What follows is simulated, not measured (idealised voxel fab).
Process module heading - voxel wiring stack
The width of the displayed cross-section, cut, is 290 nm; its cells are square, with a size of 5 nm.
This document writes a cross-section as a grid whose cells are square, and gives it as bands, listed from the top down; one or more rows of cells form a band. In this notation a band is specified by the heights of its top and bottom, in that order and in nm, after which its materials appear from left to right, each paired with its width in nm. The word "all across" attached to a single material means that material fills the band from edge to edge; the word "empty" stands for empty space. Heights are expressed relative to 0, this being the level below which the as-received wafer comprises one material exclusively. The lowest band is unbounded in the downward direction and is denoted as in "0 down". Quick explanation for "30->40": the width changes in equal steps down the rows of cells, from the first number in the band's top row to the second number in its bottom row. Basically "nothing was modified" means that step didn't change any cell in the cross-section. Entry "Enclosed internal voids". Content: empty spaces with no open connection to the top, size 8 cells or greater. Each: width x height at distance. Distance: from left edge. Unit: nm. That trailing text on a step's line, after the settings, is the simulator's own remark on the step. A step line may carry the setting "overlay nm", which, for steps involving a mask, states the distance by which the mask lay to the right of its intended position; negative values denote displacement to the left.

Process steps foreseen in the plan:
1. RECEIVE, material Si
2. CONFORMAL_DEP, material SiO2, thk nm 10
3. CONFORMAL_DEP, material SiN, thk nm 5
4. DIRECTIONAL_DEP, material lowk, thk nm 15
5. MASKED_ETCH, tone open, mask id METAL_1, width nm 20, pitch nm 50, etch materials lowk, depth nm 15, overlay nm 0
6. MASKED_ETCH, tone open, mask id METAL_1, width nm 20, pitch nm 50, etch materials SiN, depth nm 5, overlay nm 0
7. CONFORMAL_DEP, material TiN, thk nm 5
8. FILL_DEP, material Cu, thk nm 5
9. CMP, height nm 30
10. CONFORMAL_DEP, material SiCN, thk nm 5
11. DIRECTIONAL_DEP, material SiO2, thk nm 30
12. PATTERN, tone open, mask id METAL_2_HOLES, material resist, width nm 15, pitch nm 50, thk nm 15, overlay nm 0
13. DIRECTIONAL_ETCH, etch materials SiO2, depth nm 30
14. STRIP, etch materials resist
15. MASKED_ETCH, tone open, mask id METAL_2, width nm 20, pitch nm 50, etch materials SiO2, depth nm 15, overlay nm 0
16. MASKED_ETCH, tone open, mask id METAL_2, width nm 20, pitch nm 50, etch materials SiCN, depth nm 5, overlay nm 0
17. CONFORMAL_DEP, material TiN, thk nm 5
18. FILL_DEP, material Cu, thk nm 5
19. CMP, height nm 65
20. CONFORMAL_DEP, material SiCN, thk nm 5

As received (post step 1): cross-section:
> 0 down | Si all across
> Enclosed internal voids: none

Wafer at module end, in section. Began as above, planned as above, run with one mistake:
> 70 to 65 | SiCN all across
> 65 to 55 | 70 of Cu, then 5 of TiN, then 5 of SiO2, then 5 of TiN, then 35 of Cu, then 5 of TiN, then 5 of SiO2, then 5 of TiN, then 35 of Cu, then 5 of TiN, then 5 of SiO2, then 5 of TiN, then 35 of Cu, then 5 of TiN, then 5 of SiO2, then 5 of TiN, then 55 of Cu
> 55 to 50 | 65 of TiN, then 5 of Cu, then 5 of TiN, then 5 of SiO2, then 35 of TiN, then 5 of Cu, then 5 of TiN, then 5 of SiO2, then 35 of TiN, then 5 of Cu, then 5 of TiN, then 5 of SiO2, then 35 of TiN, then 5 of Cu, then 5 of TiN, then 5 of SiO2, then 60 of TiN
> 50 to 35 | 60 of SiO2, then 5 of TiN, then 5 of Cu, then 5 of TiN, then 35 of SiO2, then 5 of TiN, then 5 of Cu, then 5 of TiN, then 35 of SiO2, then 5 of TiN, then 5 of Cu, then 5 of TiN, then 35 of SiO2, then 5 of TiN, then 5 of Cu, then 5 of TiN, then 65 of SiO2
> 35 to 30 | 60 of SiCN, then 15 of TiN, then 35 of SiCN, then 15 of TiN, then 35 of SiCN, then 15 of TiN, then 35 of SiCN, then 15 of TiN, then 65 of SiCN
> 30 to 15 | 60 of lowk, then 5 of TiN, then 10 of Cu, then 5 of TiN, then 30 of lowk, then 5 of TiN, then 10 of Cu, then 5 of TiN, then 30 of lowk, then 5 of TiN, then 10 of Cu, then 5 of TiN, then 30 of lowk, then 5 of TiN, then 10 of Cu, then 5 of TiN, then 60 of lowk
> 15 to 10 | 60 of SiN, then 20 of TiN, then 30 of SiN, then 20 of TiN, then 30 of SiN, then 20 of TiN, then 30 of SiN, then 20 of TiN, then 60 of SiN
> 10 to 0 | SiO2 all across
> 0 down | Si all across
> Enclosed internal voids: none
Finding, execution versus plan: step 15 ran as: MASKED_ETCH, tone cover, mask id METAL_2, width nm 20, pitch nm 50, etch materials SiO2, depth nm 15, overlay nm 0
